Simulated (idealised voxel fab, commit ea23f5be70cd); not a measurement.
Process module in this document: voxel spacer lines
Square cell edge 5 nm, section width 280 nm, ID cut.
Each cross-section below is a grid of square cells, stated as bands in top-down order, with one or more rows of cells making up each band. Band entry format. Leading values: height of top, height of bottom, nm. Remainder: materials in left-to-right order, each with its width in nm. Special words: "edge to edge" on a single material, which then fills the band edge to edge; "empty", empty space. Heights are expressed relative to 0, this being the level below which the as-received wafer comprises one material exclusively. The lowest band is unbounded in the downward direction and is denoted as in "0 nm and below". The width entry "30->40" should be interpreted row by row: the top row of cells in the band takes the first number, the bottom row takes the second number, and the change between adjacent rows is uniform throughout. Step marked "stayed the same"? Then no cell in the cross-section changed in it. Listed in "Sealed-off cavities": every empty space of 8 or more cells without an open way to the top. Form: width x height at distance, the distance being from the left edge, all in nm. Where a step's line continues beyond its settings, the continuation is a remark by the simulator itself on that step. A step line may carry the setting "overlay nm", which, for steps involving a mask, states the distance by which the mask lay to the right of its intended position; negative values denote displacement to the left.

### plan
| 1 | RECEIVE | material Si |
| 2 | CONFORMAL_DEP | material Al2O3 | thk nm 10 |
| 3 | DIRECTIONAL_DEP | material polySi | thk nm 10 |
| 4 | DIRECTIONAL_DEP | material aC | thk nm 30 |
| 5 | PATTERN | tone cover | mask id MANDREL | material resist | width nm 15 | pitch nm 60 | thk nm 40 | overlay nm 0 |
| 6 | DIRECTIONAL_ETCH | etch materials aC | depth nm 30 |
| 7 | STRIP | etch materials resist |
| 8 | CONFORMAL_DEP | material SiN | thk nm 15 |
| 9 | DIRECTIONAL_ETCH | etch materials SiN | depth nm 15 |
| 10 | STRIP | etch materials aC |
| 11 | DIRECTIONAL_ETCH | etch materials polySi | depth nm 10 |
| 12 | STRIP | etch materials SiN |

### As received (post step 1): cross-section
- 0 nm and below  Si edge to edge
- Sealed-off cavities: none

### Cross-section at module end, one run error; start and plan unchanged from above
- 10 nm to 0 nm  85 of empty, then 15 of polySi, then 15 of empty, then 15 of polySi, then 15 of empty, then 15 of polySi, then 15 of empty, then 15 of polySi, then 90 of empty
- 0 nm and below  Si edge to edge
- Sealed-off cavities: none
Plan not followed: step 2 of the plan: omitted, not performed
